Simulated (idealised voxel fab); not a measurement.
process module | voxel air gaps
cross-section cut | 300 nm wide | cells 5 nm
A cross-section is a grid of square cells, given in bands from the top down. A band is one or more rows of cells.
Each band's line starts with the height of the band's top and of its bottom, in nm. Then come its materials from left to right, each with its width in nm. One material with "throughout" fills the band from edge to edge. "air" is empty space.
Height 0 is the level under which the wafer as received is all one material. The lowest band goes on downwards, as in "0 down".
A width such as "30 to 40" changes by the same amount from each row of cells to the next, from the band's top row to its bottom row.
"no change" after a step means that no cell of the cross-section changed.
closed voids: empty space of 8 cells or more with no open way to the top, each as width x height at its distance from the left edge, in nm
after a step's settings: what the simulator itself notes on the step
overlay nm, on a step with a mask: how far to the right of its planned place the mask lay; to the left if negative
plan
1 op RECEIVE | material Si
2 op CONFORMAL_DEP | material SiO2 | thk nm 10
3 op CONFORMAL_DEP | material SiN | thk nm 5
4 op DIRECTIONAL_DEP | material SiO2 | thk nm 35
5 op MASKED_ETCH | tone open | mask id LINES | width nm 15 | pitch nm 40 | etch materials SiO2 | depth nm 35 | overlay nm 0
6 op CONFORMAL_DEP | material TiN | thk nm 5
7 op FILL_DEP | material W | thk nm 10
8 op CMP | height nm 50
9 op EPI | material Ru | thk nm 10
10 op SELECTIVE_ETCH | etch materials SiO2 | depth nm 45
11 op CONFORMAL_DEP | material SiCN | thk nm 5
varied across the wafers: width nm of step 5. The plan shows the first wafer's value. All wafers start alike
first wafer as received, after step 1
  0 down: Si throughout
  closed voids: none
each wafer at the end: cells of each material gained (+) or lost (-) since it was received, then its closed voids
width nm 15 | +56 Ru | +152 SiCN | +60 SiN | +120 SiO2 | +60 TiN | +24 W | closed voids: 15 x 25 at 100; 15 x 25 at 140; 15 x 25 at 180
width nm 20 | +64 Ru | +86 SiCN | +60 SiN | +204 SiO2 | +64 TiN | +48 W | closed voids: none
width nm 25 | +66 Ru | +86 SiCN | +60 SiN | +183 SiO2 | +68 TiN | +72 W | closed voids: none
